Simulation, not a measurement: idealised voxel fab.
This section sets out a process module, namely voxel self aligned vias.
The cross-section shown here is cut; it is 210 nm wide and divided into square cells measuring 5 nm on a side.
Reading order for cross-sections: top band down to bottom band. Underlying form: a grid of square cells. Band size: one or more rows of cells.
Heights first: top, then bottom, in nm. Then materials, left to right, each with a width in nm. "all across" on a single material: fills the band edge to edge. "air": empty space.
For the purposes of this specification, 0 denotes the height below which the wafer in its as-received condition is composed wholly of one material, and the lowermost band, lacking a lower limit, extends downward without end, as expressed in "0 -> down".
Think of "30 to 40" as a width that walks from the first number to the second as you go down the band, top row to bottom row, taking equal-sized steps from row to row.
Step marked "nothing was modified"? Then no cell in the cross-section changed in it.
In the "Sealed-off cavities" entry, you get each enclosed empty space of 8 cells or more, one with no open way to the top, written width x height at distance, distance from the left edge, in nm.
The remark found on a step's line after its settings is issued by the simulator itself and pertains to that step.
The setting "overlay nm" may be written on the line of a step. When the step uses a mask, the value reports how far to the right of the planned place the mask lay, and a negative value reports that it lay to the left.

So here's the lineup of process steps we planned
1) RECEIVE | material Si
2) CONFORMAL_DEP | material SiO2 | thk nm 15
3) CONFORMAL_DEP | material SiCN | thk nm 5
4) DIRECTIONAL_DEP | material SiO2 | thk nm 20
5) PATTERN | tone open | mask id LINES | material resist | width nm 20 | pitch nm 55 | thk nm 15 | overlay nm 0
6) DIRECTIONAL_ETCH | etch materials SiO2 | depth nm 20
7) STRIP | etch materials resist
8) CONFORMAL_DEP | material TiN | thk nm 5
9) FILL_DEP | material Ru | thk nm 5
10) CMP | height nm 40
11) SELECTIVE_ETCH | etch materials W Ru TiN | depth nm 10
12) FILL_DEP | material SiN | thk nm 10
13) CMP | height nm 40
14) DIRECTIONAL_DEP | material SiO2 | thk nm 20
15) MASKED_ETCH | tone open | mask id VIAS | width nm 40 | pitch nm 110 | etch materials SiO2 | depth nm 20 | overlay nm 0
16) MASKED_ETCH | tone open | mask id VIAS | width nm 40 | pitch nm 110 | etch materials SiN | depth nm 10 | overlay nm 0
17) CONFORMAL_DEP | material TiN | thk nm 5
18) FILL_DEP | material Cu | thk nm 10
19) CMP | height nm 60
20) CONFORMAL_DEP | material SiCN | thk nm 5

Cross-section, incoming material, after step 1
* 0 -> down  Si all across
* Sealed-off cavities: none

The first of the two wafers as seen in cross-section once the module was finished; processing followed the plan
* 65 -> 60  SiCN all across
* 60 -> 45  SiO2: 30  TiN: 5  Cu: 30  TiN: 5  SiO2: 70  TiN: 5  Cu: 30  TiN: 5  SiO2: 30
* 45 -> 40  SiO2: 30  TiN: 15  Cu: 10  TiN: 15  SiO2: 70  TiN: 15  Cu: 10  TiN: 15  SiO2: 30
* 40 -> 35  SiO2: 40  TiN: 5  Cu: 10  TiN: 5  SiO2: 35  SiN: 20  SiO2: 35  TiN: 5  Cu: 10  TiN: 5  SiO2: 40
* 35 -> 30  SiO2: 40  TiN: 20  SiO2: 35  SiN: 20  SiO2: 35  TiN: 20  SiO2: 40
* 30 -> 25  SiO2: 40  TiN: 5  Ru: 10  TiN: 5  SiO2: 35  TiN: 5  Ru: 10  TiN: 5  SiO2: 35  TiN: 5  Ru: 10  TiN: 5  SiO2: 40
* 25 -> 20  SiO2: 40  TiN: 20  SiO2: 35  TiN: 20  SiO2: 35  TiN: 20  SiO2: 40
* 20 -> 15  SiCN all across
* 15 -> 0  SiO2 all across
* 0 -> down  Si all across
* Sealed-off cavities: none

This is the second of the two wafers, cross-sectioned at the end of the module; it started exactly like the first and was given the same plan, but it was run with one mistake
* 80 -> 75  SiCN all across
* 75 -> 65  Cu all across
* 65 -> 60  TiN: 35  Cu: 30  TiN: 80  Cu: 30  TiN: 35
* 60 -> 45  SiO2: 30  TiN: 5  Cu: 30  TiN: 5  SiO2: 70  TiN: 5  Cu: 30  TiN: 5  SiO2: 30
* 45 -> 40  SiO2: 30  TiN: 15  Cu: 10  TiN: 15  SiO2: 70  TiN: 15  Cu: 10  TiN: 15  SiO2: 30
* 40 -> 35  SiO2: 40  TiN: 5  Cu: 10  TiN: 5  SiO2: 35  SiN: 20  SiO2: 35  TiN: 5  Cu: 10  TiN: 5  SiO2: 40
* 35 -> 30  SiO2: 40  TiN: 20  SiO2: 35  SiN: 20  SiO2: 35  TiN: 20  SiO2: 40
* 30 -> 25  SiO2: 40  TiN: 5  Ru: 10  TiN: 5  SiO2: 35  TiN: 5  Ru: 10  TiN: 5  SiO2: 35  TiN: 5  Ru: 10  TiN: 5  SiO2: 40
* 25 -> 20  SiO2: 40  TiN: 20  SiO2: 35  TiN: 20  SiO2: 35  TiN: 20  SiO2: 40
* 20 -> 15  SiCN all across
* 15 -> 0  SiO2 all across
* 0 -> down  Si all across
* Sealed-off cavities: none
The plan and the run diverged here: plan step 19 skipped
Cell-count delta at end, second wafer over first, by material: Cu: 96 more; TiN: 30 more
